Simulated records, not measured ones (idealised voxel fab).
process module | voxel air gaps
cross-section cut | 290 nm wide | cells 5 nm
A cross-section is a grid of square cells, given in bands from the top down. A band is one or more rows of cells.
Each band's line starts with the height of the band's top and of its bottom, in nm. Then come its materials from left to right, each with its width in nm. One material with "throughout" fills the band from edge to edge. "air" is empty space.
Height 0 is the level under which the wafer as received is all one material. The lowest band goes on downwards, as in "0 down".
A width such as "30 to 40" changes by the same amount from each row of cells to the next, from the band's top row to its bottom row.
"no change" after a step means that no cell of the cross-section changed.
closed voids: empty space of 8 cells or more with no open way to the top, each as width x height at its distance from the left edge, in nm
after a step's settings: what the simulator itself notes on the step
overlay nm, on a step with a mask: how far to the right of its planned place the mask lay; to the left if negative
plan
1 op RECEIVE | material Si
2 op CONFORMAL_DEP | material SiO2 | thk nm 15
3 op CONFORMAL_DEP | material SiN | thk nm 5
4 op DIRECTIONAL_DEP | material lowk | thk nm 35
5 op MASKED_ETCH | tone open | mask id LINES | width nm 20 | pitch nm 50 | etch materials lowk | depth nm 35 | overlay nm 0
6 op CONFORMAL_DEP | material TiN | thk nm 5
7 op FILL_DEP | material Cu | thk nm 10
8 op CMP | height nm 55
9 op EPI | material Ru | thk nm 10
10 op SELECTIVE_ETCH | etch materials lowk | depth nm 45
11 op CONFORMAL_DEP | material SiCN | thk nm 5
first wafer, as planned
as received, after step 1
  0 down: Si throughout
  closed voids: none
after step 2
  15 to 0: SiO2 throughout
  below 0: unchanged
after step 3
  20 to 15: SiN throughout
  below 15: unchanged
after step 4
  55 to 20: lowk throughout
  below 20: unchanged
after step 5
  55 to 20: lowk 60 | air 20 | lowk 30 | air 20 | lowk 30 | air 20 | lowk 30 | air 20 | lowk 60
  below 20: unchanged
after step 6
  60 to 55: TiN 65 | air 10 | TiN 40 | air 10 | TiN 40 | air 10 | TiN 40 | air 10 | TiN 65
  55 to 25: lowk 60 | TiN 5 | air 10 | TiN 5 | lowk 30 | TiN 5 | air 10 | TiN 5 | lowk 30 | TiN 5 | air 10 | TiN 5 | lowk 30 | TiN 5 | air 10 | TiN 5 | lowk 60
  25 to 20: lowk 60 | TiN 20 | lowk 30 | TiN 20 | lowk 30 | TiN 20 | lowk 30 | TiN 20 | lowk 60
  below 20: unchanged
after step 7
  70 to 60: Cu throughout
  60 to 55: TiN 65 | Cu 10 | TiN 40 | Cu 10 | TiN 40 | Cu 10 | TiN 40 | Cu 10 | TiN 65
  55 to 25: lowk 60 | TiN 5 | Cu 10 | TiN 5 | lowk 30 | TiN 5 | Cu 10 | TiN 5 | lowk 30 | TiN 5 | Cu 10 | TiN 5 | lowk 30 | TiN 5 | Cu 10 | TiN 5 | lowk 60
  below 25: unchanged
after step 8
  55 to 25: lowk 60 | TiN 5 | Cu 10 | TiN 5 | lowk 30 | TiN 5 | Cu 10 | TiN 5 | lowk 30 | TiN 5 | Cu 10 | TiN 5 | lowk 30 | TiN 5 | Cu 10 | TiN 5 | lowk 60
  below 25: unchanged
after step 9
  65 to 55: air 50 | Ru 40 | air 10 | Ru 40 | air 10 | Ru 40 | air 10 | Ru 40 | air 50
  below 55: unchanged
after step 10
  65 to 55: air 50 | Ru 40 | air 10 | Ru 40 | air 10 | Ru 40 | air 10 | Ru 40 | air 50
  55 to 25: air 60 | TiN 5 | Cu 10 | TiN 5 | air 30 | TiN 5 | Cu 10 | TiN 5 | air 30 | TiN 5 | Cu 10 | TiN 5 | air 30 | TiN 5 | Cu 10 | TiN 5 | air 60
  25 to 20: air 60 | TiN 20 | air 30 | TiN 20 | air 30 | TiN 20 | air 30 | TiN 20 | air 60
  below 20: unchanged
after step 11
  70 to 65: air 45 | SiCN 200 | air 45
  65 to 55: air 45 | SiCN 5 | Ru 40 | SiCN 10 | Ru 40 | SiCN 10 | Ru 40 | SiCN 10 | Ru 40 | SiCN 5 | air 45
  55 to 50: air 45 | SiCN 15 | TiN 5 | Cu 10 | TiN 5 | SiCN 30 | TiN 5 | Cu 10 | TiN 5 | SiCN 30 | TiN 5 | Cu 10 | TiN 5 | SiCN 30 | TiN 5 | Cu 10 | TiN 5 | SiCN 15 | air 45
  50 to 25: air 55 | SiCN 5 | TiN 5 | Cu 10 | TiN 5 | SiCN 5 | air 20 | SiCN 5 | TiN 5 | Cu 10 | TiN 5 | SiCN 5 | air 20 | SiCN 5 | TiN 5 | Cu 10 | TiN 5 | SiCN 5 | air 20 | SiCN 5 | TiN 5 | Cu 10 | TiN 5 | SiCN 5 | air 55
  25 to 20: SiCN 60 | TiN 20 | SiCN 30 | TiN 20 | SiCN 30 | TiN 20 | SiCN 30 | TiN 20 | SiCN 60
  below 20: unchanged
  closed voids: 20 x 25 at 85; 20 x 25 at 135; 20 x 25 at 185
second wafer: like start, like plan, one mistake. Through step 1 it matches the first wafer
when step 2 should have ended
  25 to 0: SiO2 throughout
  below 0: unchanged
when step 3 should have ended
  30 to 25: SiN throughout
  below 25: unchanged
when step 4 should have ended
  65 to 30: lowk throughout
  below 30: unchanged
when step 5 should have ended
  65 to 30: lowk 60 | air 20 | lowk 30 | air 20 | lowk 30 | air 20 | lowk 30 | air 20 | lowk 60
  below 30: unchanged
when step 6 should have ended
  70 to 65: TiN 65 | air 10 | TiN 40 | air 10 | TiN 40 | air 10 | TiN 40 | air 10 | TiN 65
  65 to 35: lowk 60 | TiN 5 | air 10 | TiN 5 | lowk 30 | TiN 5 | air 10 | TiN 5 | lowk 30 | TiN 5 | air 10 | TiN 5 | lowk 30 | TiN 5 | air 10 | TiN 5 | lowk 60
  35 to 30: lowk 60 | TiN 20 | lowk 30 | TiN 20 | lowk 30 | TiN 20 | lowk 30 | TiN 20 | lowk 60
  below 30: unchanged
when step 7 should have ended
  80 to 70: Cu throughout
  70 to 65: TiN 65 | Cu 10 | TiN 40 | Cu 10 | TiN 40 | Cu 10 | TiN 40 | Cu 10 | TiN 65
  65 to 35: lowk 60 | TiN 5 | Cu 10 | TiN 5 | lowk 30 | TiN 5 | Cu 10 | TiN 5 | lowk 30 | TiN 5 | Cu 10 | TiN 5 | lowk 30 | TiN 5 | Cu 10 | TiN 5 | lowk 60
  below 35: unchanged
when step 8 should have ended
  55 to 35: lowk 60 | TiN 5 | Cu 10 | TiN 5 | lowk 30 | TiN 5 | Cu 10 | TiN 5 | lowk 30 | TiN 5 | Cu 10 | TiN 5 | lowk 30 | TiN 5 | Cu 10 | TiN 5 | lowk 60
  below 35: unchanged
when step 9 should have ended
  65 to 55: air 50 | Ru 40 | air 10 | Ru 40 | air 10 | Ru 40 | air 10 | Ru 40 | air 50
  below 55: unchanged
when step 10 should have ended
  65 to 55: air 50 | Ru 40 | air 10 | Ru 40 | air 10 | Ru 40 | air 10 | Ru 40 | air 50
  55 to 35: air 60 | TiN 5 | Cu 10 | TiN 5 | air 30 | TiN 5 | Cu 10 | TiN 5 | air 30 | TiN 5 | Cu 10 | TiN 5 | air 30 | TiN 5 | Cu 10 | TiN 5 | air 60
  35 to 30: air 60 | TiN 20 | air 30 | TiN 20 | air 30 | TiN 20 | air 30 | TiN 20 | air 60
  below 30: unchanged
when step 11 should have ended
  70 to 65: air 45 | SiCN 200 | air 45
  65 to 55: air 45 | SiCN 5 | Ru 40 | SiCN 10 | Ru 40 | SiCN 10 | Ru 40 | SiCN 10 | Ru 40 | SiCN 5 | air 45
  55 to 50: air 45 | SiCN 15 | TiN 5 | Cu 10 | TiN 5 | SiCN 30 | TiN 5 | Cu 10 | TiN 5 | SiCN 30 | TiN 5 | Cu 10 | TiN 5 | SiCN 30 | TiN 5 | Cu 10 | TiN 5 | SiCN 15 | air 45
  50 to 35: air 55 | SiCN 5 | TiN 5 | Cu 10 | TiN 5 | SiCN 5 | air 20 | SiCN 5 | TiN 5 | Cu 10 | TiN 5 | SiCN 5 | air 20 | SiCN 5 | TiN 5 | Cu 10 | TiN 5 | SiCN 5 | air 20 | SiCN 5 | TiN 5 | Cu 10 | TiN 5 | SiCN 5 | air 55
  35 to 30: SiCN 60 | TiN 20 | SiCN 30 | TiN 20 | SiCN 30 | TiN 20 | SiCN 30 | TiN 20 | SiCN 60
  below 30: unchanged
  closed voids: 20 x 15 at 85; 20 x 15 at 135; 20 x 15 at 185
what went wrong: step 2 ran as: op CONFORMAL_DEP | material SiO2 | thk nm 25
at the end the second wafer has, in cells: 16 fewer of Cu | 16 fewer of SiCN | 116 more of SiO2 | 16 fewer of TiN
